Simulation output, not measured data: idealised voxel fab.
You're looking at the process module voxel gate over fins.
The width of the displayed cross-section, cut, is 260 nm; its cells are square, with a size of 5 nm.
Reading order for cross-sections: top band down to bottom band. Underlying form: a grid of square cells. Band size: one or more rows of cells. Heads up on the band format: heights come first, top then bottom, in nm. After that it's the materials left to right, each with its width in nm. A single material flagged "edge to edge" fills the whole band edge to edge, and "blank" means there's empty space there. Height reference: 0 = level under which incoming wafer is all one material. Lowest band: no bottom, runs on downward, e.g. "0 -> down". Top row gets the first number, bottom row gets the second, and each row in between changes by the same step: that is how a band width like "30->40" works. What does "same as before" mean for a step? It means no cell of the cross-section changed in that step. The label "Enclosed internal cavities" introduces a list of the empty spaces, 8 cells or larger, that have no open way up to the top; each entry in it reads width x height at distance, where the distance is taken from the left edge and all three are stated in nm. Anything after a step's settings on that line? It's the simulator's own note about the step. A step's line can hold "overlay nm"; with a mask on that step, the setting says how far right of the planned place the mask lay, while a negative setting says it lay to the left.

### So here's the lineup of process steps we planned
1 op RECEIVE | material Si
2 op CONFORMAL_DEP | material SiN | thk nm 5
3 op PATTERN | tone cover | mask id FINS | material resist | width nm 15 | pitch nm 60 | thk nm 20 | overlay nm 0
4 op DIRECTIONAL_ETCH | etch materials SiN | depth nm 5
5 op DIRECTIONAL_ETCH | etch materials Si | depth nm 40
6 op STRIP | etch materials resist
7 op OXIDIZE | depth nm 5
8 op FILL_DEP | material SiO2 | thk nm 10
9 op CMP | height nm 5
10 op PATTERN | tone open | mask id RAIL | material resist | width nm 15 | thk nm 15 | overlay nm 0
11 op DIRECTIONAL_ETCH | etch materials SiO2 | depth nm 40
12 op STRIP | etch materials resist
13 op CONFORMAL_DEP | material TiN | thk nm 5
14 op FILL_DEP | material Ru | thk nm 5
15 op CMP | height nm 5
16 op SELECTIVE_ETCH | etch materials W Ru TiN | depth nm 30
17 op FILL_DEP | material SiO2 | thk nm 5
18 op CMP | height nm 5
19 op SELECTIVE_ETCH | etch materials SiO2 | depth nm 20
20 op STRIP | etch materials SiN
21 op CONFORMAL_DEP | material HfO2 | thk nm 5
22 op CONFORMAL_DEP | material TiN | thk nm 5
23 op CONFORMAL_DEP | material TiAl | thk nm 5
24 op CONFORMAL_DEP | material TiN | thk nm 5
25 op FILL_DEP | material W | thk nm 15
26 op CMP | height nm 30
27 op CONFORMAL_DEP | material SiCN | thk nm 10

### Cross-section of the incoming wafer, state after step 1
    0 -> down: Si edge to edge
    Enclosed internal cavities: none

### Result of the module, cross-sectioned: start per above, plan per above, one error in how it was run
    40 -> 30: SiCN edge to edge
    30 -> 20: W edge to edge
    20 -> 15: W 45, TiN 45, W 15, TiN 45, W 15, TiN 45, W 50
    15 -> 10: W 45, TiN 5, TiAl 35, TiN 5, W 15, TiN 5, TiAl 35, TiN 5, W 15, TiN 5, TiAl 35, TiN 5, W 50
    10 -> 5: W 45, TiN 5, TiAl 5, TiN 25, TiAl 5, TiN 5, W 15, TiN 5, TiAl 5, TiN 25, TiAl 5, TiN 5, W 15, TiN 5, TiAl 5, TiN 25, TiAl 5, TiN 5, W 50
    5 -> 0: TiN 50, TiAl 5, TiN 5, HfO2 15, TiN 5, TiAl 5, TiN 25, TiAl 5, TiN 5, HfO2 15, TiN 5, TiAl 5, TiN 25, TiAl 5, TiN 5, HfO2 15, TiN 5, TiAl 5, TiN 55
    0 -> -5: TiAl 55, TiN 5, HfO2 5, Si 5, HfO2 5, TiN 5, TiAl 35, TiN 5, HfO2 5, Si 5, HfO2 5, TiN 5, TiAl 35, TiN 5, HfO2 5, Si 5, HfO2 5, TiN 5, TiAl 60
    -5 -> -10: TiN 60, HfO2 5, Si 5, HfO2 5, TiN 45, HfO2 5, Si 5, HfO2 5, TiN 45, HfO2 5, Si 5, HfO2 5, TiN 65
    -10 -> -15: HfO2 65, Si 5, HfO2 55, Si 5, HfO2 55, Si 5, HfO2 70
    -15 -> -25: SiO2 65, Si 5, SiO2 55, Si 5, SiO2 55, Si 5, SiO2 70
    -25 -> -30: SiO2 65, Si 5, SiO2 15, TiN 5, Ru 15, TiN 5, SiO2 15, Si 5, SiO2 55, Si 5, SiO2 70
    -30 -> -35: SiO2 65, Si 5, SiO2 15, TiN 25, SiO2 15, Si 5, SiO2 55, Si 5, SiO2 70
    -35 -> -45: SiO2 65, Si 5, SiO2 55, Si 5, SiO2 55, Si 5, SiO2 70
    -45 -> down: Si edge to edge
    Enclosed internal cavities: none
Here's what went sideways: contrary to plan, step 10 was performed as op PATTERN | tone open | mask id RAIL | material resist | width nm 25 | thk nm 15 | overlay nm 0
